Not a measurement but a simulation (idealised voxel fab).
Name of the process module below: voxel wiring stack
For reference, the cross-section in this document is cut, with width 220 nm and square cells of 5 nm.
Cross-section, as written here: a square-cell grid given band by band from the top down, where a band holds one or more rows of cells.
Read a band's entry like this: the first values are the height of its top and the height of its bottom in nm, and what follows is the sequence of materials from left to right, each with its width in nm. Note that "empty" is empty space, and that a single material marked "throughout" reaches across the band from edge to edge.
For the purposes of this specification, 0 denotes the height below which the wafer in its as-received condition is composed wholly of one material, and the lowermost band, lacking a lower limit, extends downward without end, as expressed in "z 0 and below".
Per-row width for "30->40": begins at first number (top row of band), ends at second number (bottom row), increment between rows held constant.
A step reported as "no change occurred" is a step in which no cell of the cross-section changed.
Empty spaces without an open route to the top, at least 8 cells in extent, make up the entry "Cavities, sealed"; each is given as width x height at distance, where the distance is measured from the left edge, and all are in nm.
If you see something after the settings on a step's line, that's the simulator's own remark about that step.
When a step includes a mask, the "overlay nm" setting on its line states how far to the right of its planned place that mask lay, and negative values state how far to the left.

[This section lists the process steps that were planned]
1. RECEIVE, material Si
2. CONFORMAL_DEP, material SiO2, thk nm 15
3. CONFORMAL_DEP, material SiCN, thk nm 5
4. DIRECTIONAL_DEP, material lowk, thk nm 15
5. PATTERN, tone open, mask id METAL_1, material resist, width nm 25, pitch nm 45, thk nm 15, overlay nm 0
6. DIRECTIONAL_ETCH, etch materials lowk, depth nm 15
7. DIRECTIONAL_ETCH, etch materials SiCN, depth nm 5
8. STRIP, etch materials resist
9. CONFORMAL_DEP, material TiN, thk nm 5
10. FILL_DEP, material Cu, thk nm 10
11. CMP, height nm 35
12. EPI, material Ru, thk nm 5
13. FILL_DEP, material SiCN, thk nm 5
14. DIRECTIONAL_DEP, material lowk, thk nm 20
15. PATTERN, tone open, mask id PLUG_1, material resist, width nm 15, thk nm 20, overlay nm 0
16. DIRECTIONAL_ETCH, etch materials lowk, depth nm 20
17. DIRECTIONAL_ETCH, etch materials SiCN, depth nm 5
18. STRIP, etch materials resist
19. CONFORMAL_DEP, material TiN, thk nm 5
20. FILL_DEP, material Cu, thk nm 10
21. CMP, height nm 65
22. CONFORMAL_DEP, material SiCN, thk nm 5
23. DIRECTIONAL_DEP, material lowk, thk nm 20
24. PATTERN, tone open, mask id METAL_2, material resist, width nm 25, pitch nm 45, thk nm 15, overlay nm 0
25. DIRECTIONAL_ETCH, etch materials lowk, depth nm 20
26. DIRECTIONAL_ETCH, etch materials SiCN, depth nm 5
27. STRIP, etch materials resist
28. CONFORMAL_DEP, material TiN, thk nm 5
29. FILL_DEP, material Cu, thk nm 5
30. CMP, height nm 90
31. EPI, material Ru, thk nm 5
32. FILL_DEP, material SiCN, thk nm 5
33. DIRECTIONAL_DEP, material SiO2, thk nm 30
34. PATTERN, tone open, mask id METAL_3_HOLES, material resist, width nm 15, thk nm 20, overlay nm 0
35. DIRECTIONAL_ETCH, etch materials SiO2, depth nm 30
36. STRIP, etch materials resist
37. PATTERN, tone open, mask id METAL_3, material resist, width nm 25, pitch nm 45, thk nm 20, overlay nm 0
38. DIRECTIONAL_ETCH, etch materials SiO2, depth nm 15
39. DIRECTIONAL_ETCH, etch materials SiCN, depth nm 5
40. STRIP, etch materials resist
41. CONFORMAL_DEP, material TiN, thk nm 5
42. FILL_DEP, material Cu, thk nm 10
43. CMP, height nm 130
44. CONFORMAL_DEP, material SiCN, thk nm 5
45. DIRECTIONAL_DEP, material lowk, thk nm 30
46. PATTERN, tone open, mask id METAL_4, material resist, width nm 25, pitch nm 45, thk nm 15, overlay nm 0
47. DIRECTIONAL_ETCH, etch materials lowk, depth nm 15
48. STRIP, etch materials resist
49. PATTERN, tone open, mask id METAL_4_HOLES, material resist, width nm 15, pitch nm 45, thk nm 15, overlay nm 0
50. DIRECTIONAL_ETCH, etch materials lowk, depth nm 15
51. DIRECTIONAL_ETCH, etch materials SiCN, depth nm 5
52. STRIP, etch materials resist
53. CONFORMAL_DEP, material TiN, thk nm 5
54. FILL_DEP, material Cu, thk nm 5
55. CMP, height nm 165
56. CONFORMAL_DEP, material SiCN, thk nm 5

[Wafer, first of two, run as planned]

[Cross-section of the wafer as it came to us, i.e., already through step 1]
z 0 and below: Si throughout
Cavities, sealed: none

[How the wafer stands in section after step 2]
z 15 to 0: SiO2 throughout
Below a height of 0, the structure has not been altered.

[How the wafer stands in section after step 3]
z 20 to 15: SiCN throughout
Below a height of 15, the structure has not been altered.

[How the wafer stands in section after step 4]
z 35 to 20: lowk throughout
Below a height of 20, the structure has not been altered.

[How the wafer stands in section after step 5]
z 50 to 35: resist 75 | empty 25 | resist 20 | empty 25 | resist 75
Below a height of 35, the structure has not been altered.

[How the wafer stands in section after step 6]
z 50 to 35: resist 75 | empty 25 | resist 20 | empty 25 | resist 75
z 35 to 20: lowk 75 | empty 25 | lowk 20 | empty 25 | lowk 75
Below a height of 20, the structure has not been altered.

[How the wafer stands in section after step 7]
z 50 to 35: resist 75 | empty 25 | resist 20 | empty 25 | resist 75
z 35 to 20: lowk 75 | empty 25 | lowk 20 | empty 25 | lowk 75
z 20 to 15: SiCN 75 | empty 25 | SiCN 20 | empty 25 | SiCN 75
Below a height of 15, the structure has not been altered.

[How the wafer stands in section after step 8]
z 35 to 20: lowk 75 | empty 25 | lowk 20 | empty 25 | lowk 75
Below a height of 20, the structure has not been altered.

[How the wafer stands in section after step 9]
z 40 to 35: TiN 80 | empty 15 | TiN 30 | empty 15 | TiN 80
z 35 to 20: lowk 75 | TiN 5 | empty 15 | TiN 5 | lowk 20 | TiN 5 | empty 15 | TiN 5 | lowk 75
z 20 to 15: SiCN 75 | TiN 25 | SiCN 20 | TiN 25 | SiCN 75
Below a height of 15, the structure has not been altered.

[How the wafer stands in section after step 10]
z 50 to 40: Cu throughout
z 40 to 35: TiN 80 | Cu 15 | TiN 30 | Cu 15 | TiN 80
z 35 to 20: lowk 75 | TiN 5 | Cu 15 | TiN 5 | lowk 20 | TiN 5 | Cu 15 | TiN 5 | lowk 75
Below a height of 20, the structure has not been altered.

[How the wafer stands in section after step 11]
z 35 to 20: lowk 75 | TiN 5 | Cu 15 | TiN 5 | lowk 20 | TiN 5 | Cu 15 | TiN 5 | lowk 75
Below a height of 20, the structure has not been altered.

[How the wafer stands in section after step 12]
z 40 to 35: empty 70 | Ru 35 | empty 10 | Ru 35 | empty 70
Below a height of 35, the structure has not been altered.

[How the wafer stands in section after step 13]
z 45 to 40: SiCN throughout
z 40 to 35: SiCN 70 | Ru 35 | SiCN 10 | Ru 35 | SiCN 70
Below a height of 35, the structure has not been altered.

[How the wafer stands in section after step 14]
z 65 to 45: lowk throughout
Below a height of 45, the structure has not been altered.

[How the wafer stands in section after step 15]
z 85 to 65: resist 75 | empty 15 | resist 130
Below a height of 65, the structure has not been altered.

[How the wafer stands in section after step 16]
z 85 to 65: resist 75 | empty 15 | resist 130
z 65 to 45: lowk 75 | empty 15 | lowk 130
Below a height of 45, the structure has not been altered.

[How the wafer stands in section after step 17]
z 85 to 65: resist 75 | empty 15 | resist 130
z 65 to 45: lowk 75 | empty 15 | lowk 130
z 45 to 40: SiCN 75 | empty 15 | SiCN 130
Below a height of 40, the structure has not been altered.

[How the wafer stands in section after step 18]
z 65 to 45: lowk 75 | empty 15 | lowk 130
Below a height of 45, the structure has not been altered.

[How the wafer stands in section after step 19]
z 70 to 65: TiN 80 | empty 5 | TiN 135
z 65 to 45: lowk 75 | TiN 5 | empty 5 | TiN 5 | lowk 130
z 45 to 40: SiCN 75 | TiN 15 | SiCN 130
Below a height of 40, the structure has not been altered.

[How the wafer stands in section after step 20]
z 80 to 70: Cu throughout
z 70 to 65: TiN 80 | Cu 5 | TiN 135
z 65 to 45: lowk 75 | TiN 5 | Cu 5 | TiN 5 | lowk 130
Below a height of 45, the structure has not been altered.

[How the wafer stands in section after step 21]
z 65 to 45: lowk 75 | TiN 5 | Cu 5 | TiN 5 | lowk 130
Below a height of 45, the structure has not been altered.

[How the wafer stands in section after step 22]
z 70 to 65: SiCN throughout
Below a height of 65, the structure has not been altered.

[How the wafer stands in section after step 23]
z 90 to 70: lowk throughout
Below a height of 70, the structure has not been altered.

[How the wafer stands in section after step 24]
z 105 to 90: resist 75 | empty 25 | resist 20 | empty 25 | resist 75
Below a height of 90, the structure has not been altered.

[How the wafer stands in section after step 25]
z 105 to 90: resist 75 | empty 25 | resist 20 | empty 25 | resist 75
z 90 to 70: lowk 75 | empty 25 | lowk 20 | empty 25 | lowk 75
Below a height of 70, the structure has not been altered.

[How the wafer stands in section after step 26]
z 105 to 90: resist 75 | empty 25 | resist 20 | empty 25 | resist 75
z 90 to 70: lowk 75 | empty 25 | lowk 20 | empty 25 | lowk 75
z 70 to 65: SiCN 75 | empty 25 | SiCN 20 | empty 25 | SiCN 75
Below a height of 65, the structure has not been altered.

[How the wafer stands in section after step 27]
z 90 to 70: lowk 75 | empty 25 | lowk 20 | empty 25 | lowk 75
Below a height of 70, the structure has not been altered.

[How the wafer stands in section after step 28]
z 95 to 90: TiN 80 | empty 15 | TiN 30 | empty 15 | TiN 80
z 90 to 70: lowk 75 | TiN 5 | empty 15 | TiN 5 | lowk 20 | TiN 5 | empty 15 | TiN 5 | lowk 75
z 70 to 65: SiCN 75 | TiN 25 | SiCN 20 | TiN 25 | SiCN 75
Below a height of 65, the structure has not been altered.

[How the wafer stands in section after step 29]
z 100 to 95: Cu throughout
z 95 to 90: TiN 80 | Cu 15 | TiN 30 | Cu 15 | TiN 80
z 90 to 70: lowk 75 | TiN 5 | Cu 15 | TiN 5 | lowk 20 | TiN 5 | Cu 15 | TiN 5 | lowk 75
Below a height of 70, the structure has not been altered.

[How the wafer stands in section after step 30]
z 90 to 70: lowk 75 | TiN 5 | Cu 15 | TiN 5 | lowk 20 | TiN 5 | Cu 15 | TiN 5 | lowk 75
Below a height of 70, the structure has not been altered.

[How the wafer stands in section after step 31]
z 95 to 90: empty 70 | Ru 35 | empty 10 | Ru 35 | empty 70
Below a height of 90, the structure has not been altered.

[How the wafer stands in section after step 32]
z 100 to 95: SiCN throughout
z 95 to 90: SiCN 70 | Ru 35 | SiCN 10 | Ru 35 | SiCN 70
Below a height of 90, the structure has not been altered.

[How the wafer stands in section after step 33]
z 130 to 100: SiO2 throughout
Below a height of 100, the structure has not been altered.

[How the wafer stands in section after step 34]
z 150 to 130: resist 75 | empty 15 | resist 130
Below a height of 130, the structure has not been altered.

[How the wafer stands in section after step 35]
z 150 to 130: resist 75 | empty 15 | resist 130
z 130 to 100: SiO2 75 | empty 15 | SiO2 130
Below a height of 100, the structure has not been altered.

[How the wafer stands in section after step 36]
z 130 to 100: SiO2 75 | empty 15 | SiO2 130
Below a height of 100, the structure has not been altered.

[How the wafer stands in section after step 37]
z 150 to 130: resist 75 | empty 25 | resist 20 | empty 25 | resist 75
Below a height of 130, the structure has not been altered.

[How the wafer stands in section after step 38]
z 150 to 130: resist 75 | empty 25 | resist 20 | empty 25 | resist 75
z 130 to 115: SiO2 75 | empty 25 | SiO2 20 | empty 25 | SiO2 75
Below a height of 115, the structure has not been altered.

[How the wafer stands in section after step 39]
z 150 to 130: resist 75 | empty 25 | resist 20 | empty 25 | resist 75
z 130 to 115: SiO2 75 | empty 25 | SiO2 20 | empty 25 | SiO2 75
z 115 to 100: SiO2 75 | empty 15 | SiO2 130
z 100 to 95: SiCN 75 | empty 15 | SiCN 130
Below a height of 95, the structure has not been altered.

[How the wafer stands in section after step 40]
z 130 to 115: SiO2 75 | empty 25 | SiO2 20 | empty 25 | SiO2 75
Below a height of 115, the structure has not been altered.

[How the wafer stands in section after step 41]
z 135 to 130: TiN 80 | empty 15 | TiN 30 | empty 15 | TiN 80
z 130 to 120: SiO2 75 | TiN 5 | empty 15 | TiN 5 | SiO2 20 | TiN 5 | empty 15 | TiN 5 | SiO2 75
z 120 to 115: SiO2 75 | TiN 5 | empty 5 | TiN 15 | SiO2 20 | TiN 25 | SiO2 75
z 115 to 100: SiO2 75 | TiN 5 | empty 5 | TiN 5 | SiO2 130
z 100 to 95: SiCN 75 | TiN 15 | SiCN 130
Below a height of 95, the structure has not been altered.

[How the wafer stands in section after step 42]
z 145 to 135: Cu throughout
z 135 to 130: TiN 80 | Cu 15 | TiN 30 | Cu 15 | TiN 80
z 130 to 120: SiO2 75 | TiN 5 | Cu 15 | TiN 5 | SiO2 20 | TiN 5 | Cu 15 | TiN 5 | SiO2 75
z 120 to 115: SiO2 75 | TiN 5 | Cu 5 | TiN 15 | SiO2 20 | TiN 25 | SiO2 75
z 115 to 100: SiO2 75 | TiN 5 | Cu 5 | TiN 5 | SiO2 130
Below a height of 100, the structure has not been altered.

[How the wafer stands in section after step 43]
z 130 to 120: SiO2 75 | TiN 5 | Cu 15 | TiN 5 | SiO2 20 | TiN 5 | Cu 15 | TiN 5 | SiO2 75
Below a height of 120, the structure has not been altered.

[How the wafer stands in section after step 44]
z 135 to 130: SiCN throughout
Below a height of 130, the structure has not been altered.

[How the wafer stands in section after step 45]
z 165 to 135: lowk throughout
Below a height of 135, the structure has not been altered.

[How the wafer stands in section after step 46]
z 180 to 165: resist 75 | empty 25 | resist 20 | empty 25 | resist 75
Below a height of 165, the structure has not been altered.

[How the wafer stands in section after step 47]
z 180 to 165: resist 75 | empty 25 | resist 20 | empty 25 | resist 75
z 165 to 150: lowk 75 | empty 25 | lowk 20 | empty 25 | lowk 75
Below a height of 150, the structure has not been altered.

[How the wafer stands in section after step 48]
z 165 to 150: lowk 75 | empty 25 | lowk 20 | empty 25 | lowk 75
Below a height of 150, the structure has not been altered.

[How the wafer stands in section after step 49]
z 180 to 165: resist 75 | empty 15 | resist 30 | empty 15 | resist 85
z 165 to 150: lowk 75 | empty 15 | resist 10 | lowk 20 | empty 15 | resist 10 | lowk 75
Below a height of 150, the structure has not been altered.

[How the wafer stands in section after step 50]
z 180 to 165: resist 75 | empty 15 | resist 30 | empty 15 | resist 85
z 165 to 150: lowk 75 | empty 15 | resist 10 | lowk 20 | empty 15 | resist 10 | lowk 75
z 150 to 135: lowk 75 | empty 15 | lowk 30 | empty 15 | lowk 85
Below a height of 135, the structure has not been altered.

[How the wafer stands in section after step 51]
z 180 to 165: resist 75 | empty 15 | resist 30 | empty 15 | resist 85
z 165 to 150: lowk 75 | empty 15 | resist 10 | lowk 20 | empty 15 | resist 10 | lowk 75
z 150 to 135: lowk 75 | empty 15 | lowk 30 | empty 15 | lowk 85
z 135 to 130: SiCN 75 | empty 15 | SiCN 30 | empty 15 | SiCN 85
Below a height of 130, the structure has not been altered.

[How the wafer stands in section after step 52]
z 165 to 150: lowk 75 | empty 25 | lowk 20 | empty 25 | lowk 75
Below a height of 150, the structure has not been altered.

[How the wafer stands in section after step 53]
z 170 to 165: TiN 80 | empty 15 | TiN 30 | empty 15 | TiN 80
z 165 to 155: lowk 75 | TiN 5 | empty 15 | TiN 5 | lowk 20 | TiN 5 | empty 15 | TiN 5 | lowk 75
z 155 to 150: lowk 75 | TiN 5 | empty 5 | TiN 15 | lowk 20 | TiN 5 | empty 5 | TiN 15 | lowk 75
z 150 to 135: lowk 75 | TiN 5 | empty 5 | TiN 5 | lowk 30 | TiN 5 | empty 5 | TiN 5 | lowk 85
z 135 to 130: SiCN 75 | TiN 15 | SiCN 30 | TiN 15 | SiCN 85
Below a height of 130, the structure has not been altered.

[How the wafer stands in section after step 54]
z 175 to 170: Cu throughout
z 170 to 165: TiN 80 | Cu 15 | TiN 30 | Cu 15 | TiN 80
z 165 to 155: lowk 75 | TiN 5 | Cu 15 | TiN 5 | lowk 20 | TiN 5 | Cu 15 | TiN 5 | lowk 75
z 155 to 150: lowk 75 | TiN 5 | Cu 5 | TiN 15 | lowk 20 | TiN 5 | Cu 5 | TiN 15 | lowk 75
z 150 to 135: lowk 75 | TiN 5 | Cu 5 | TiN 5 | lowk 30 | TiN 5 | Cu 5 | TiN 5 | lowk 85
Below a height of 135, the structure has not been altered.

[How the wafer stands in section after step 55]
z 165 to 155: lowk 75 | TiN 5 | Cu 15 | TiN 5 | lowk 20 | TiN 5 | Cu 15 | TiN 5 | lowk 75
Below a height of 155, the structure has not been altered.

[How the wafer stands in section after step 56]
z 170 to 165: SiCN throughout
Below a height of 165, the structure has not been altered.

[Here the second wafer is described. Its start and its plan were those of the first wafer. Its run contained one mistake. Up to and including step 1, it did exactly what the first wafer did]

[Second wafer at the planned finish of step 2, seen in cross-section]
z 5 to 0: SiCN throughout
Below a height of 0, the structure has not been altered.

[Second wafer at the planned finish of step 3, seen in cross-section]
z 20 to 5: SiO2 throughout
Below a height of 5, the structure has not been altered.

[Second wafer at the planned finish of step 4, seen in cross-section]
z 35 to 20: lowk throughout
Below a height of 20, the structure has not been altered.

[Second wafer at the planned finish of step 5, seen in cross-section]
z 50 to 35: resist 75 | empty 25 | resist 20 | empty 25 | resist 75
Below a height of 35, the structure has not been altered.

[Second wafer at the planned finish of step 6, seen in cross-section]
z 50 to 35: resist 75 | empty 25 | resist 20 | empty 25 | resist 75
z 35 to 20: lowk 75 | empty 25 | lowk 20 | empty 25 | lowk 75
Below a height of 20, the structure has not been altered.

Second wafer at the planned finish of step 7, seen in cross-section: no change occurred

[Second wafer at the planned finish of step 8, seen in cross-section]
z 35 to 20: lowk 75 | empty 25 | lowk 20 | empty 25 | lowk 75
Below a height of 20, the structure has not been altered.

[Second wafer at the planned finish of step 9, seen in cross-section]
z 40 to 35: TiN 80 | empty 15 | TiN 30 | empty 15 | TiN 80
z 35 to 25: lowk 75 | TiN 5 | empty 15 | TiN 5 | lowk 20 | TiN 5 | empty 15 | TiN 5 | lowk 75
z 25 to 20: lowk 75 | TiN 25 | lowk 20 | TiN 25 | lowk 75
Below a height of 20, the structure has not been altered.

[Second wafer at the planned finish of step 10, seen in cross-section]
z 50 to 40: Cu throughout
z 40 to 35: TiN 80 | Cu 15 | TiN 30 | Cu 15 | TiN 80
z 35 to 25: lowk 75 | TiN 5 | Cu 15 | TiN 5 | lowk 20 | TiN 5 | Cu 15 | TiN 5 | lowk 75
Below a height of 25, the structure has not been altered.

[Second wafer at the planned finish of step 11, seen in cross-section]
z 35 to 25: lowk 75 | TiN 5 | Cu 15 | TiN 5 | lowk 20 | TiN 5 | Cu 15 | TiN 5 | lowk 75
Below a height of 25, the structure has not been altered.

[Second wafer at the planned finish of step 12, seen in cross-section]
z 40 to 35: empty 70 | Ru 35 | empty 10 | Ru 35 | empty 70
Below a height of 35, the structure has not been altered.

[Second wafer at the planned finish of step 13, seen in cross-section]
z 45 to 40: SiCN throughout
z 40 to 35: SiCN 70 | Ru 35 | SiCN 10 | Ru 35 | SiCN 70
Below a height of 35, the structure has not been altered.

[Second wafer at the planned finish of step 14, seen in cross-section]
z 65 to 45: lowk throughout
Below a height of 45, the structure has not been altered.

[Second wafer at the planned finish of step 15, seen in cross-section]
z 85 to 65: resist 75 | empty 15 | resist 130
Below a height of 65, the structure has not been altered.

[Second wafer at the planned finish of step 16, seen in cross-section]
z 85 to 65: resist 75 | empty 15 | resist 130
z 65 to 45: lowk 75 | empty 15 | lowk 130
Below a height of 45, the structure has not been altered.

[Second wafer at the planned finish of step 17, seen in cross-section]
z 85 to 65: resist 75 | empty 15 | resist 130
z 65 to 45: lowk 75 | empty 15 | lowk 130
z 45 to 40: SiCN 75 | empty 15 | SiCN 130
Below a height of 40, the structure has not been altered.

[Second wafer at the planned finish of step 18, seen in cross-section]
z 65 to 45: lowk 75 | empty 15 | lowk 130
Below a height of 45, the structure has not been altered.

[Second wafer at the planned finish of step 19, seen in cross-section]
z 70 to 65: TiN 80 | empty 5 | TiN 135
z 65 to 45: lowk 75 | TiN 5 | empty 5 | TiN 5 | lowk 130
z 45 to 40: SiCN 75 | TiN 15 | SiCN 130
Below a height of 40, the structure has not been altered.

[Second wafer at the planned finish of step 20, seen in cross-section]
z 80 to 70: Cu throughout
z 70 to 65: TiN 80 | Cu 5 | TiN 135
z 65 to 45: lowk 75 | TiN 5 | Cu 5 | TiN 5 | lowk 130
Below a height of 45, the structure has not been altered.

[Second wafer at the planned finish of step 21, seen in cross-section]
z 65 to 45: lowk 75 | TiN 5 | Cu 5 | TiN 5 | lowk 130
Below a height of 45, the structure has not been altered.

[Second wafer at the planned finish of step 22, seen in cross-section]
z 70 to 65: SiCN throughout
Below a height of 65, the structure has not been altered.

[Second wafer at the planned finish of step 23, seen in cross-section]
z 90 to 70: lowk throughout
Below a height of 70, the structure has not been altered.

[Second wafer at the planned finish of step 24, seen in cross-section]
z 105 to 90: resist 75 | empty 25 | resist 20 | empty 25 | resist 75
Below a height of 90, the structure has not been altered.

[Second wafer at the planned finish of step 25, seen in cross-section]
z 105 to 90: resist 75 | empty 25 | resist 20 | empty 25 | resist 75
z 90 to 70: lowk 75 | empty 25 | lowk 20 | empty 25 | lowk 75
Below a height of 70, the structure has not been altered.

[Second wafer at the planned finish of step 26, seen in cross-section]
z 105 to 90: resist 75 | empty 25 | resist 20 | empty 25 | resist 75
z 90 to 70: lowk 75 | empty 25 | lowk 20 | empty 25 | lowk 75
z 70 to 65: SiCN 75 | empty 25 | SiCN 20 | empty 25 | SiCN 75
Below a height of 65, the structure has not been altered.

[Second wafer at the planned finish of step 27, seen in cross-section]
z 90 to 70: lowk 75 | empty 25 | lowk 20 | empty 25 | lowk 75
Below a height of 70, the structure has not been altered.

[Second wafer at the planned finish of step 28, seen in cross-section]
z 95 to 90: TiN 80 | empty 15 | TiN 30 | empty 15 | TiN 80
z 90 to 70: lowk 75 | TiN 5 | empty 15 | TiN 5 | lowk 20 | TiN 5 | empty 15 | TiN 5 | lowk 75
z 70 to 65: SiCN 75 | TiN 25 | SiCN 20 | TiN 25 | SiCN 75
Below a height of 65, the structure has not been altered.

[Second wafer at the planned finish of step 29, seen in cross-section]
z 100 to 95: Cu throughout
z 95 to 90: TiN 80 | Cu 15 | TiN 30 | Cu 15 | TiN 80
z 90 to 70: lowk 75 | TiN 5 | Cu 15 | TiN 5 | lowk 20 | TiN 5 | Cu 15 | TiN 5 | lowk 75
Below a height of 70, the structure has not been altered.

[Second wafer at the planned finish of step 30, seen in cross-section]
z 90 to 70: lowk 75 | TiN 5 | Cu 15 | TiN 5 | lowk 20 | TiN 5 | Cu 15 | TiN 5 | lowk 75
Below a height of 70, the structure has not been altered.

[Second wafer at the planned finish of step 31, seen in cross-section]
z 95 to 90: empty 70 | Ru 35 | empty 10 | Ru 35 | empty 70
Below a height of 90, the structure has not been altered.

[Second wafer at the planned finish of step 32, seen in cross-section]
z 100 to 95: SiCN throughout
z 95 to 90: SiCN 70 | Ru 35 | SiCN 10 | Ru 35 | SiCN 70
Below a height of 90, the structure has not been altered.

[Second wafer at the planned finish of step 33, seen in cross-section]
z 130 to 100: SiO2 throughout
Below a height of 100, the structure has not been altered.

[Second wafer at the planned finish of step 34, seen in cross-section]
z 150 to 130: resist 75 | empty 15 | resist 130
Below a height of 130, the structure has not been altered.

[Second wafer at the planned finish of step 35, seen in cross-section]
z 150 to 130: resist 75 | empty 15 | resist 130
z 130 to 100: SiO2 75 | empty 15 | SiO2 130
Below a height of 100, the structure has not been altered.

[Second wafer at the planned finish of step 36, seen in cross-section]
z 130 to 100: SiO2 75 | empty 15 | SiO2 130
Below a height of 100, the structure has not been altered.

[Second wafer at the planned finish of step 37, seen in cross-section]
z 150 to 130: resist 75 | empty 25 | resist 20 | empty 25 | resist 75
Below a height of 130, the structure has not been altered.

[Second wafer at the planned finish of step 38, seen in cross-section]
z 150 to 130: resist 75 | empty 25 | resist 20 | empty 25 | resist 75
z 130 to 115: SiO2 75 | empty 25 | SiO2 20 | empty 25 | SiO2 75
Below a height of 115, the structure has not been altered.

[Second wafer at the planned finish of step 39, seen in cross-section]
z 150 to 130: resist 75 | empty 25 | resist 20 | empty 25 | resist 75
z 130 to 115: SiO2 75 | empty 25 | SiO2 20 | empty 25 | SiO2 75
z 115 to 100: SiO2 75 | empty 15 | SiO2 130
z 100 to 95: SiCN 75 | empty 15 | SiCN 130
Below a height of 95, the structure has not been altered.

[Second wafer at the planned finish of step 40, seen in cross-section]
z 130 to 115: SiO2 75 | empty 25 | SiO2 20 | empty 25 | SiO2 75
Below a height of 115, the structure has not been altered.

[Second wafer at the planned finish of step 41, seen in cross-section]
z 135 to 130: TiN 80 | empty 15 | TiN 30 | empty 15 | TiN 80
z 130 to 120: SiO2 75 | TiN 5 | empty 15 | TiN 5 | SiO2 20 | TiN 5 | empty 15 | TiN 5 | SiO2 75
z 120 to 115: SiO2 75 | TiN 5 | empty 5 | TiN 15 | SiO2 20 | TiN 25 | SiO2 75
z 115 to 100: SiO2 75 | TiN 5 | empty 5 | TiN 5 | SiO2 130
z 100 to 95: SiCN 75 | TiN 15 | SiCN 130
Below a height of 95, the structure has not been altered.

[Second wafer at the planned finish of step 42, seen in cross-section]
z 145 to 135: Cu throughout
z 135 to 130: TiN 80 | Cu 15 | TiN 30 | Cu 15 | TiN 80
z 130 to 120: SiO2 75 | TiN 5 | Cu 15 | TiN 5 | SiO2 20 | TiN 5 | Cu 15 | TiN 5 | SiO2 75
z 120 to 115: SiO2 75 | TiN 5 | Cu 5 | TiN 15 | SiO2 20 | TiN 25 | SiO2 75
z 115 to 100: SiO2 75 | TiN 5 | Cu 5 | TiN 5 | SiO2 130
Below a height of 100, the structure has not been altered.

[Second wafer at the planned finish of step 43, seen in cross-section]
z 130 to 120: SiO2 75 | TiN 5 | Cu 15 | TiN 5 | SiO2 20 | TiN 5 | Cu 15 | TiN 5 | SiO2 75
Below a height of 120, the structure has not been altered.

[Second wafer at the planned finish of step 44, seen in cross-section]
z 135 to 130: SiCN throughout
Below a height of 130, the structure has not been altered.

[Second wafer at the planned finish of step 45, seen in cross-section]
z 165 to 135: lowk throughout
Below a height of 135, the structure has not been altered.

[Second wafer at the planned finish of step 46, seen in cross-section]
z 180 to 165: resist 75 | empty 25 | resist 20 | empty 25 | resist 75
Below a height of 165, the structure has not been altered.

[Second wafer at the planned finish of step 47, seen in cross-section]
z 180 to 165: resist 75 | empty 25 | resist 20 | empty 25 | resist 75
z 165 to 150: lowk 75 | empty 25 | lowk 20 | empty 25 | lowk 75
Below a height of 150, the structure has not been altered.

[Second wafer at the planned finish of step 48, seen in cross-section]
z 165 to 150: lowk 75 | empty 25 | lowk 20 | empty 25 | lowk 75
Below a height of 150, the structure has not been altered.

[Second wafer at the planned finish of step 49, seen in cross-section]
z 180 to 165: resist 75 | empty 15 | resist 30 | empty 15 | resist 85
z 165 to 150: lowk 75 | empty 15 | resist 10 | lowk 20 | empty 15 | resist 10 | lowk 75
Below a height of 150, the structure has not been altered.

[Second wafer at the planned finish of step 50, seen in cross-section]
z 180 to 165: resist 75 | empty 15 | resist 30 | empty 15 | resist 85
z 165 to 150: lowk 75 | empty 15 | resist 10 | lowk 20 | empty 15 | resist 10 | lowk 75
z 150 to 135: lowk 75 | empty 15 | lowk 30 | empty 15 | lowk 85
Below a height of 135, the structure has not been altered.

[Second wafer at the planned finish of step 51, seen in cross-section]
z 180 to 165: resist 75 | empty 15 | resist 30 | empty 15 | resist 85
z 165 to 150: lowk 75 | empty 15 | resist 10 | lowk 20 | empty 15 | resist 10 | lowk 75
z 150 to 135: lowk 75 | empty 15 | lowk 30 | empty 15 | lowk 85
z 135 to 130: SiCN 75 | empty 15 | SiCN 30 | empty 15 | SiCN 85
Below a height of 130, the structure has not been altered.

[Second wafer at the planned finish of step 52, seen in cross-section]
z 165 to 150: lowk 75 | empty 25 | lowk 20 | empty 25 | lowk 75
Below a height of 150, the structure has not been altered.

[Second wafer at the planned finish of step 53, seen in cross-section]
z 170 to 165: TiN 80 | empty 15 | TiN 30 | empty 15 | TiN 80
z 165 to 155: lowk 75 | TiN 5 | empty 15 | TiN 5 | lowk 20 | TiN 5 | empty 15 | TiN 5 | lowk 75
z 155 to 150: lowk 75 | TiN 5 | empty 5 | TiN 15 | lowk 20 | TiN 5 | empty 5 | TiN 15 | lowk 75
z 150 to 135: lowk 75 | TiN 5 | empty 5 | TiN 5 | lowk 30 | TiN 5 | empty 5 | TiN 5 | lowk 85
z 135 to 130: SiCN 75 | TiN 15 | SiCN 30 | TiN 15 | SiCN 85
Below a height of 130, the structure has not been altered.

[Second wafer at the planned finish of step 54, seen in cross-section]
z 175 to 170: Cu throughout
z 170 to 165: TiN 80 | Cu 15 | TiN 30 | Cu 15 | TiN 80
z 165 to 155: lowk 75 | TiN 5 | Cu 15 | TiN 5 | lowk 20 | TiN 5 | Cu 15 | TiN 5 | lowk 75
z 155 to 150: lowk 75 | TiN 5 | Cu 5 | TiN 15 | lowk 20 | TiN 5 | Cu 5 | TiN 15 | lowk 75
z 150 to 135: lowk 75 | TiN 5 | Cu 5 | TiN 5 | lowk 30 | TiN 5 | Cu 5 | TiN 5 | lowk 85
Below a height of 135, the structure has not been altered.

[Second wafer at the planned finish of step 55, seen in cross-section]
z 165 to 155: lowk 75 | TiN 5 | Cu 15 | TiN 5 | lowk 20 | TiN 5 | Cu 15 | TiN 5 | lowk 75
Below a height of 155, the structure has not been altered.

[Second wafer at the planned finish of step 56, seen in cross-section]
z 170 to 165: SiCN throughout
Below a height of 165, the structure has not been altered.
Diagnosis: order of steps 2 and 3 inverted relative to the plan
Bottom line after processing is that, in cells, the second wafer is up or down on some materials versus the first: 6 fewer of Cu | 10 more of SiCN | 4 fewer of TiN
